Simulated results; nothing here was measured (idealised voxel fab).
Proc. module: voxel self aligned vias
Xsec cut, 220 nm wide, square cell size 5 nm.
Just so we're on the same page, the cross-sections are grids of square cells, and they're listed out in bands top to bottom, each band one or more rows deep.
For a band, the entry starts with two heights in nm, that of the top and then that of the bottom, and carries on with the band's materials in order from left to right, each alongside its width in nm; the word "throughout" beside a single material means it fills the band edge to edge, and "air" means empty space.
Heights from 0 (as-received wafer is one material below). Bottom band endless downward, as "0..down".
With a width like "30 to 40", each row of cells in the band differs from the next by the same amount, the top row carrying the first number and the bottom row the second.
Step marked "identical to before"? Then no cell in the cross-section changed in it.
Voids not open to the top, 8 cells minimum: see "Voids, fully enclosed". Written width x height at distance; distance is from the left edge; nm.
What comes after the settings on a step's line is commentary from the simulator itself on that step.
"overlay nm", when on a step's line for a step with a mask, measures how far to the right of its planned place the mask lay; a negative measure means to the left.
Steps planned for the process
1. RECEIVE (material Si)
2. CONFORMAL_DEP (material SiO2; thk nm 10)
3. CONFORMAL_DEP (material SiCN; thk nm 5)
4. DIRECTIONAL_DEP (material lowk; thk nm 30)
5. DIRECTIONAL_DEP (material aC; thk nm 10)
6. PATTERN (tone open; mask id LINES; material resist; width nm 30; pitch nm 70; thk nm 30; overlay nm 0)
7. DIRECTIONAL_ETCH (etch materials aC; depth nm 10)
8. STRIP (etch materials resist)
9. DIRECTIONAL_ETCH (etch materials lowk; depth nm 30)
10. STRIP (etch materials aC)
11. CONFORMAL_DEP (material TiN; thk nm 5)
12. FILL_DEP (material W; thk nm 5)
13. CMP (height nm 45)
14. SELECTIVE_ETCH (etch materials W Ru TiN; depth nm 10)
15. FILL_DEP (material SiN; thk nm 10)
16. CMP (height nm 45)
17. DIRECTIONAL_DEP (material lowk; thk nm 15)
18. MASKED_ETCH (tone open; mask id VIAS; width nm 40; pitch nm 70; etch materials lowk; depth nm 15; overlay nm 0)
19. MASKED_ETCH (tone open; mask id VIAS; width nm 40; pitch nm 70; etch materials SiN; depth nm 10; overlay nm 0)
20. CONFORMAL_DEP (material TiN; thk nm 5)
21. FILL_DEP (material W; thk nm 10)
22. CMP (height nm 60)
23. CONFORMAL_DEP (material SiCN; thk nm 5)
The first of the two wafers, which ran as planned
as received, after step 1
  0..down | Si throughout
  Voids, fully enclosed: none
Wafer section view after processing step 2
  10..0 | SiO2 throughout
  Below a height of 0, the structure has not been altered.
Wafer section view after processing step 3
  15..10 | SiCN throughout
  Below a height of 10, the structure has not been altered.
Wafer section view after processing step 4
  45..15 | lowk throughout
  Below a height of 15, the structure has not been altered.
Wafer section view after processing step 5
  55..45 | aC throughout
  Below a height of 45, the structure has not been altered.
Wafer section view after processing step 6
  85..55 | 60 nm resist; 30 nm air; 40 nm resist; 30 nm air; 60 nm resist
  Below a height of 55, the structure has not been altered.
Wafer section view after processing step 7
  75..55 | 60 nm resist; 30 nm air; 40 nm resist; 30 nm air; 60 nm resist
  55..45 | 60 nm aC; 30 nm air; 40 nm aC; 30 nm air; 60 nm aC
  Below a height of 45, the structure has not been altered.
Wafer section view after processing step 8
  55..45 | 60 nm aC; 30 nm air; 40 nm aC; 30 nm air; 60 nm aC
  Below a height of 45, the structure has not been altered.
Wafer section view after processing step 9
  55..45 | 60 nm aC; 30 nm air; 40 nm aC; 30 nm air; 60 nm aC
  45..15 | 60 nm lowk; 30 nm air; 40 nm lowk; 30 nm air; 60 nm lowk
  Below a height of 15, the structure has not been altered.
Wafer section view after processing step 10
  45..15 | 60 nm lowk; 30 nm air; 40 nm lowk; 30 nm air; 60 nm lowk
  Below a height of 15, the structure has not been altered.
Wafer section view after processing step 11
  50..45 | 65 nm TiN; 20 nm air; 50 nm TiN; 20 nm air; 65 nm TiN
  45..20 | 60 nm lowk; 5 nm TiN; 20 nm air; 5 nm TiN; 40 nm lowk; 5 nm TiN; 20 nm air; 5 nm TiN; 60 nm lowk
  20..15 | 60 nm lowk; 30 nm TiN; 40 nm lowk; 30 nm TiN; 60 nm lowk
  Below a height of 15, the structure has not been altered.
Wafer section view after processing step 12
  55..50 | W throughout
  50..45 | 65 nm TiN; 20 nm W; 50 nm TiN; 20 nm W; 65 nm TiN
  45..20 | 60 nm lowk; 5 nm TiN; 20 nm W; 5 nm TiN; 40 nm lowk; 5 nm TiN; 20 nm W; 5 nm TiN; 60 nm lowk
  Below a height of 20, the structure has not been altered.
Wafer section view after processing step 13
  45..20 | 60 nm lowk; 5 nm TiN; 20 nm W; 5 nm TiN; 40 nm lowk; 5 nm TiN; 20 nm W; 5 nm TiN; 60 nm lowk
  Below a height of 20, the structure has not been altered.
Wafer section view after processing step 14
  45..35 | 60 nm lowk; 30 nm air; 40 nm lowk; 30 nm air; 60 nm lowk
  Below a height of 35, the structure has not been altered.
Wafer section view after processing step 15
  55..45 | SiN throughout
  45..35 | 60 nm lowk; 30 nm SiN; 40 nm lowk; 30 nm SiN; 60 nm lowk
  Below a height of 35, the structure has not been altered.
Wafer section view after processing step 16
  45..35 | 60 nm lowk; 30 nm SiN; 40 nm lowk; 30 nm SiN; 60 nm lowk
  Below a height of 35, the structure has not been altered.
Wafer section view after processing step 17
  60..45 | lowk throughout
  Below a height of 45, the structure has not been altered.
Wafer section view after processing step 18
  60..45 | 55 nm lowk; 40 nm air; 30 nm lowk; 40 nm air; 55 nm lowk
  Below a height of 45, the structure has not been altered.
Wafer section view after processing step 19
  60..45 | 55 nm lowk; 40 nm air; 30 nm lowk; 40 nm air; 55 nm lowk
  45..35 | 60 nm lowk; 30 nm air; 40 nm lowk; 30 nm air; 60 nm lowk
  Below a height of 35, the structure has not been altered.
Wafer section view after processing step 20
  65..60 | 60 nm TiN; 30 nm air; 40 nm TiN; 30 nm air; 60 nm TiN
  60..50 | 55 nm lowk; 5 nm TiN; 30 nm air; 5 nm TiN; 30 nm lowk; 5 nm TiN; 30 nm air; 5 nm TiN; 55 nm lowk
  50..40 | 55 to 60 nm lowk; 10 to 5 nm TiN; 20 nm air; 10 to 5 nm TiN; 30 to 40 nm lowk; 10 to 5 nm TiN; 20 nm air; 10 to 5 nm TiN; 55 to 60 nm lowk
  40..35 | 60 nm lowk; 30 nm TiN; 40 nm lowk; 30 nm TiN; 60 nm lowk
  Below a height of 35, the structure has not been altered.
Wafer section view after processing step 21
  75..65 | W throughout
  65..60 | 60 nm TiN; 30 nm W; 40 nm TiN; 30 nm W; 60 nm TiN
  60..50 | 55 nm lowk; 5 nm TiN; 30 nm W; 5 nm TiN; 30 nm lowk; 5 nm TiN; 30 nm W; 5 nm TiN; 55 nm lowk
  50..40 | 55 to 60 nm lowk; 10 to 5 nm TiN; 20 nm W; 10 to 5 nm TiN; 30 to 40 nm lowk; 10 to 5 nm TiN; 20 nm W; 10 to 5 nm TiN; 55 to 60 nm lowk
  Below a height of 40, the structure has not been altered.
Wafer section view after processing step 22
  60..50 | 55 nm lowk; 5 nm TiN; 30 nm W; 5 nm TiN; 30 nm lowk; 5 nm TiN; 30 nm W; 5 nm TiN; 55 nm lowk
  Below a height of 50, the structure has not been altered.
Wafer section view after processing step 23
  65..60 | SiCN throughout
  Below a height of 60, the structure has not been altered.
The second wafer: identical to the first at the outset and in its planned sequence, differing only in that one mistake was made during processing; up to and including step 1, its path is the first wafer's path
Cross-sectional representation of the second wafer at the time designated in the plan for the completion of step 2
  5..0 | SiCN throughout
  Below a height of 0, the structure has not been altered.
Cross-sectional representation of the second wafer at the time designated in the plan for the completion of step 3
  15..5 | SiO2 throughout
  Below a height of 5, the structure has not been altered.
Cross-sectional representation of the second wafer at the time designated in the plan for the completion of step 4
  45..15 | lowk throughout
  Below a height of 15, the structure has not been altered.
Cross-sectional representation of the second wafer at the time designated in the plan for the completion of step 5
  55..45 | aC throughout
  Below a height of 45, the structure has not been altered.
Cross-sectional representation of the second wafer at the time designated in the plan for the completion of step 6
  85..55 | 60 nm resist; 30 nm air; 40 nm resist; 30 nm air; 60 nm resist
  Below a height of 55, the structure has not been altered.
Cross-sectional representation of the second wafer at the time designated in the plan for the completion of step 7
  75..55 | 60 nm resist; 30 nm air; 40 nm resist; 30 nm air; 60 nm resist
  55..45 | 60 nm aC; 30 nm air; 40 nm aC; 30 nm air; 60 nm aC
  Below a height of 45, the structure has not been altered.
Cross-sectional representation of the second wafer at the time designated in the plan for the completion of step 8
  55..45 | 60 nm aC; 30 nm air; 40 nm aC; 30 nm air; 60 nm aC
  Below a height of 45, the structure has not been altered.
Cross-sectional representation of the second wafer at the time designated in the plan for the completion of step 9
  55..45 | 60 nm aC; 30 nm air; 40 nm aC; 30 nm air; 60 nm aC
  45..15 | 60 nm lowk; 30 nm air; 40 nm lowk; 30 nm air; 60 nm lowk
  Below a height of 15, the structure has not been altered.
Cross-sectional representation of the second wafer at the time designated in the plan for the completion of step 10
  45..15 | 60 nm lowk; 30 nm air; 40 nm lowk; 30 nm air; 60 nm lowk
  Below a height of 15, the structure has not been altered.
Cross-sectional representation of the second wafer at the time designated in the plan for the completion of step 11
  50..45 | 65 nm TiN; 20 nm air; 50 nm TiN; 20 nm air; 65 nm TiN
  45..20 | 60 nm lowk; 5 nm TiN; 20 nm air; 5 nm TiN; 40 nm lowk; 5 nm TiN; 20 nm air; 5 nm TiN; 60 nm lowk
  20..15 | 60 nm lowk; 30 nm TiN; 40 nm lowk; 30 nm TiN; 60 nm lowk
  Below a height of 15, the structure has not been altered.
Cross-sectional representation of the second wafer at the time designated in the plan for the completion of step 12
  55..50 | W throughout
  50..45 | 65 nm TiN; 20 nm W; 50 nm TiN; 20 nm W; 65 nm TiN
  45..20 | 60 nm lowk; 5 nm TiN; 20 nm W; 5 nm TiN; 40 nm lowk; 5 nm TiN; 20 nm W; 5 nm TiN; 60 nm lowk
  Below a height of 20, the structure has not been altered.
Cross-sectional representation of the second wafer at the time designated in the plan for the completion of step 13
  45..20 | 60 nm lowk; 5 nm TiN; 20 nm W; 5 nm TiN; 40 nm lowk; 5 nm TiN; 20 nm W; 5 nm TiN; 60 nm lowk
  Below a height of 20, the structure has not been altered.
Cross-sectional representation of the second wafer at the time designated in the plan for the completion of step 14
  45..35 | 60 nm lowk; 30 nm air; 40 nm lowk; 30 nm air; 60 nm lowk
  Below a height of 35, the structure has not been altered.
Cross-sectional representation of the second wafer at the time designated in the plan for the completion of step 15
  55..45 | SiN throughout
  45..35 | 60 nm lowk; 30 nm SiN; 40 nm lowk; 30 nm SiN; 60 nm lowk
  Below a height of 35, the structure has not been altered.
Cross-sectional representation of the second wafer at the time designated in the plan for the completion of step 16
  45..35 | 60 nm lowk; 30 nm SiN; 40 nm lowk; 30 nm SiN; 60 nm lowk
  Below a height of 35, the structure has not been altered.
Cross-sectional representation of the second wafer at the time designated in the plan for the completion of step 17
  60..45 | lowk throughout
  Below a height of 45, the structure has not been altered.
Cross-sectional representation of the second wafer at the time designated in the plan for the completion of step 18
  60..45 | 55 nm lowk; 40 nm air; 30 nm lowk; 40 nm air; 55 nm lowk
  Below a height of 45, the structure has not been altered.
Cross-sectional representation of the second wafer at the time designated in the plan for the completion of step 19
  60..45 | 55 nm lowk; 40 nm air; 30 nm lowk; 40 nm air; 55 nm lowk
  45..35 | 60 nm lowk; 30 nm air; 40 nm lowk; 30 nm air; 60 nm lowk
  Below a height of 35, the structure has not been altered.
Cross-sectional representation of the second wafer at the time designated in the plan for the completion of step 20
  65..60 | 60 nm TiN; 30 nm air; 40 nm TiN; 30 nm air; 60 nm TiN
  60..50 | 55 nm lowk; 5 nm TiN; 30 nm air; 5 nm TiN; 30 nm lowk; 5 nm TiN; 30 nm air; 5 nm TiN; 55 nm lowk
  50..40 | 55 to 60 nm lowk; 10 to 5 nm TiN; 20 nm air; 10 to 5 nm TiN; 30 to 40 nm lowk; 10 to 5 nm TiN; 20 nm air; 10 to 5 nm TiN; 55 to 60 nm lowk
  40..35 | 60 nm lowk; 30 nm TiN; 40 nm lowk; 30 nm TiN; 60 nm lowk
  Below a height of 35, the structure has not been altered.
Cross-sectional representation of the second wafer at the time designated in the plan for the completion of step 21
  75..65 | W throughout
  65..60 | 60 nm TiN; 30 nm W; 40 nm TiN; 30 nm W; 60 nm TiN
  60..50 | 55 nm lowk; 5 nm TiN; 30 nm W; 5 nm TiN; 30 nm lowk; 5 nm TiN; 30 nm W; 5 nm TiN; 55 nm lowk
  50..40 | 55 to 60 nm lowk; 10 to 5 nm TiN; 20 nm W; 10 to 5 nm TiN; 30 to 40 nm lowk; 10 to 5 nm TiN; 20 nm W; 10 to 5 nm TiN; 55 to 60 nm lowk
  Below a height of 40, the structure has not been altered.
Cross-sectional representation of the second wafer at the time designated in the plan for the completion of step 22
  60..50 | 55 nm lowk; 5 nm TiN; 30 nm W; 5 nm TiN; 30 nm lowk; 5 nm TiN; 30 nm W; 5 nm TiN; 55 nm lowk
  Below a height of 50, the structure has not been altered.
Cross-sectional representation of the second wafer at the time designated in the plan for the completion of step 23
  65..60 | SiCN throughout
  Below a height of 60, the structure has not been altered.
Misprocessing identified: plan vs actual: 2 and 3 interchanged
In the final comparison it is observed that the number of cells assigned to each material is identical for the two wafers, whereas their placement is not.
